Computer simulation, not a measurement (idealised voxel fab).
Module name: voxel wiring stack (process module)
Square cell edge 5 nm, section width 210 nm, ID cut.
Just so we're on the same page, the cross-sections are grids of square cells, and they're listed out in bands top to bottom, each band one or more rows deep. It is stipulated that each band's entry specify, in nanometres, the height of the top of the band and then that of its bottom, followed by the materials of the band in left-to-right sequence, each together with its width in nanometres. A single material marked by the word "throughout" is understood to fill the band from edge to edge; the word "blank" is understood to denote empty space. Measure heights from 0. That's the level where, below it, the as-received wafer is all one material. The lowest band is bottomless and extends downward; write it as in "0 down". Top row gets the first number, bottom row gets the second, and each row in between changes by the same step: that is how a band width like "30 to 40" works. Take "stayed the same" at face value: in the step it is given for, the cross-section changed in none of its cells. Look at "Cavities, closed" for the closed voids: empty spaces with no open path to the top, sized 8 cells or up. Each is width x height at distance, distance from the left edge, all nm. It should be noted that, on the line of a given step, the content following the step's settings is a remark produced by the simulator itself with respect to that step. Regarding "overlay nm": on a step with a mask, it is the distance the mask lay to the right of its planned place; a negative value places it to the left.
So here's the lineup of process steps we planned:
step 1: RECEIVE,material Si
step 2: CONFORMAL_DEP,material SiO2,thk nm 15
step 3: CONFORMAL_DEP,material SiCN,thk nm 5
step 4: DIRECTIONAL_DEP,material SiO2,thk nm 25
step 5: PATTERN,tone open,mask id METAL_1,material resist,width nm 20,pitch nm 35,thk nm 20,overlay nm 0
step 6: DIRECTIONAL_ETCH,etch materials SiO2,depth nm 25
step 7: DIRECTIONAL_ETCH,etch materials SiCN,depth nm 5
step 8: STRIP,etch materials resist
step 9: CONFORMAL_DEP,material TiN,thk nm 5
step 10: FILL_DEP,material Cu,thk nm 5
step 11: CMP,height nm 45
step 12: CONFORMAL_DEP,material SiCN,thk nm 5
step 13: DIRECTIONAL_DEP,material SiO2,thk nm 30
step 14: DIRECTIONAL_DEP,material aC,thk nm 10
step 15: PATTERN,tone open,mask id METAL_2_HOLES,material resist,width nm 15,pitch nm 35,thk nm 25,overlay nm 0
step 16: DIRECTIONAL_ETCH,etch materials aC,depth nm 10
step 17: STRIP,etch materials resist
step 18: DIRECTIONAL_ETCH,etch materials SiO2,depth nm 30
step 19: STRIP,etch materials aC
step 20: DIRECTIONAL_DEP,material aC,thk nm 15
step 21: PATTERN,tone open,mask id METAL_2,material resist,width nm 20,pitch nm 35,thk nm 30,overlay nm 0
step 22: DIRECTIONAL_ETCH,etch materials aC,depth nm 15
step 23: STRIP,etch materials resist
step 24: DIRECTIONAL_ETCH,etch materials SiO2,depth nm 20
step 25: DIRECTIONAL_ETCH,etch materials SiCN,depth nm 5
step 26: STRIP,etch materials aC
step 27: CONFORMAL_DEP,material TiN,thk nm 5
step 28: FILL_DEP,material Cu,thk nm 10
step 29: CMP,height nm 80
step 30: CONFORMAL_DEP,material SiCN,thk nm 5
step 31: DIRECTIONAL_DEP,material SiO2,thk nm 30
step 32: MASKED_ETCH,tone open,mask id METAL_3_HOLES,width nm 15,pitch nm 70,etch materials SiO2,depth nm 30,overlay nm 0
step 33: DIRECTIONAL_DEP,material aC,thk nm 15
step 34: PATTERN,tone open,mask id METAL_3,material resist,width nm 20,pitch nm 35,thk nm 35,overlay nm 0
step 35: DIRECTIONAL_ETCH,etch materials aC,depth nm 15
step 36: STRIP,etch materials resist
step 37: DIRECTIONAL_ETCH,etch materials SiO2,depth nm 20
step 38: DIRECTIONAL_ETCH,etch materials SiCN,depth nm 5
step 39: STRIP,etch materials aC
step 40: CONFORMAL_DEP,material TiN,thk nm 5
step 41: FILL_DEP,material Cu,thk nm 5
step 42: CMP,height nm 115
step 43: CONFORMAL_DEP,material SiCN,thk nm 5
All wafers enter the flow in the same state. The width nm at step 32 differs from wafer to wafer, and the plan gives the value for the first wafer.
Here's the first of the wafers in cross-section, just as we got it, i.e. after step 1:
> 0 down  Si throughout
> Cavities, closed: none
Once step 43, the last step, is complete, the module is at its end; this is the cross-section of the first of several wafers:
> 120 to 115  SiCN throughout
> 115 to 100  40 SiO2 | 5 TiN | 10 Cu | 5 TiN | 15 SiO2 | 5 TiN | 10 Cu | 5 TiN | 15 SiO2 | 5 TiN | 10 Cu | 5 TiN | 15 SiO2 | 5 TiN | 10 Cu | 5 TiN | 45 SiO2
> 100 to 95  40 SiO2 | 5 TiN | 5 Cu | 10 TiN | 15 SiO2 | 20 TiN | 15 SiO2 | 5 TiN | 5 Cu | 10 TiN | 15 SiO2 | 20 TiN | 45 SiO2
> 95 to 85  40 SiO2 | 5 TiN | 5 Cu | 5 TiN | 55 SiO2 | 5 TiN | 5 Cu | 5 TiN | 85 SiO2
> 85 to 80  40 SiCN | 15 TiN | 55 SiCN | 15 TiN | 85 SiCN
> 80 to 65  40 SiO2 | 5 TiN | 10 Cu | 5 TiN | 15 SiO2 | 5 TiN | 10 Cu | 5 TiN | 15 SiO2 | 5 TiN | 10 Cu | 5 TiN | 15 SiO2 | 5 TiN | 10 Cu | 5 TiN | 45 SiO2
> 65 to 60  40 SiO2 | 5 TiN | 5 Cu | 10 TiN | 15 SiO2 | 5 TiN | 5 Cu | 10 TiN | 15 SiO2 | 5 TiN | 5 Cu | 10 TiN | 15 SiO2 | 5 TiN | 5 Cu | 10 TiN | 45 SiO2
> 60 to 50  40 SiO2 | 5 TiN | 5 Cu | 5 TiN | 20 SiO2 | 5 TiN | 5 Cu | 5 TiN | 20 SiO2 | 5 TiN | 5 Cu | 5 TiN | 20 SiO2 | 5 TiN | 5 Cu | 5 TiN | 50 SiO2
> 50 to 45  40 SiCN | 15 TiN | 20 SiCN | 15 TiN | 20 SiCN | 15 TiN | 20 SiCN | 15 TiN | 50 SiCN
> 45 to 20  40 SiO2 | 5 TiN | 10 Cu | 5 TiN | 15 SiO2 | 5 TiN | 10 Cu | 5 TiN | 15 SiO2 | 5 TiN | 10 Cu | 5 TiN | 15 SiO2 | 5 TiN | 10 Cu | 5 TiN | 45 SiO2
> 20 to 15  40 SiCN | 20 TiN | 15 SiCN | 20 TiN | 15 SiCN | 20 TiN | 15 SiCN | 20 TiN | 45 SiCN
> 15 to 0  SiO2 throughout
> 0 down  Si throughout
> Cavities, closed: none
last wafer at the end:
> 120 to 115  SiCN throughout
> 115 to 100  35 SiO2 | 5 TiN | 20 Cu | 5 TiN | 10 SiO2 | 5 TiN | 10 Cu | 5 TiN | 10 SiO2 | 5 TiN | 20 Cu | 5 TiN | 10 SiO2 | 5 TiN | 10 Cu | 5 TiN | 45 SiO2
> 100 to 95  35 SiO2 | 5 TiN | 20 Cu | 5 TiN | 10 SiO2 | 20 TiN | 10 SiO2 | 5 TiN | 20 Cu | 5 TiN | 10 SiO2 | 20 TiN | 45 SiO2
> 95 to 85  35 SiO2 | 5 to 10 TiN | 20 to 10 Cu | 5 to 10 TiN | 40 SiO2 | 5 to 10 TiN | 20 to 10 Cu | 5 to 10 TiN | 75 SiO2
> 85 to 80  40 SiCN | 20 TiN | 50 SiCN | 20 TiN | 80 SiCN
> 80 to 65  40 SiO2 | 5 TiN | 10 Cu | 5 TiN | 15 SiO2 | 5 TiN | 10 Cu | 5 TiN | 15 SiO2 | 5 TiN | 10 Cu | 5 TiN | 15 SiO2 | 5 TiN | 10 Cu | 5 TiN | 45 SiO2
> 65 to 60  40 SiO2 | 5 TiN | 5 Cu | 10 TiN | 15 SiO2 | 5 TiN | 5 Cu | 10 TiN | 15 SiO2 | 5 TiN | 5 Cu | 10 TiN | 15 SiO2 | 5 TiN | 5 Cu | 10 TiN | 45 SiO2
> 60 to 50  40 SiO2 | 5 TiN | 5 Cu | 5 TiN | 20 SiO2 | 5 TiN | 5 Cu | 5 TiN | 20 SiO2 | 5 TiN | 5 Cu | 5 TiN | 20 SiO2 | 5 TiN | 5 Cu | 5 TiN | 50 SiO2
> 50 to 45  40 SiCN | 15 TiN | 20 SiCN | 15 TiN | 20 SiCN | 15 TiN | 20 SiCN | 15 TiN | 50 SiCN
> 45 to 20  40 SiO2 | 5 TiN | 10 Cu | 5 TiN | 15 SiO2 | 5 TiN | 10 Cu | 5 TiN | 15 SiO2 | 5 TiN | 10 Cu | 5 TiN | 15 SiO2 | 5 TiN | 10 Cu | 5 TiN | 45 SiO2
> 20 to 15  40 SiCN | 20 TiN | 15 SiCN | 20 TiN | 15 SiCN | 20 TiN | 15 SiCN | 20 TiN | 45 SiCN
> 15 to 0  SiO2 throughout
> 0 down  Si throughout
> Cavities, closed: none
Where each wafer stands at the end of the module, a row apiece: cells of each material gained (+) or lost (-) since it was received, then closed voids:
width nm 15; +106 Cu; +134 SiCN; +596 SiO2; +172 TiN; Cavities, closed: none
width nm 20; +112 Cu; +132 SiCN; +592 SiO2; +172 TiN; Cavities, closed: none
width nm 25; +122 Cu; +132 SiCN; +580 SiO2; +174 TiN; Cavities, closed: none
width nm 30; +132 Cu; +132 SiCN; +568 SiO2; +176 TiN; Cavities, closed: none
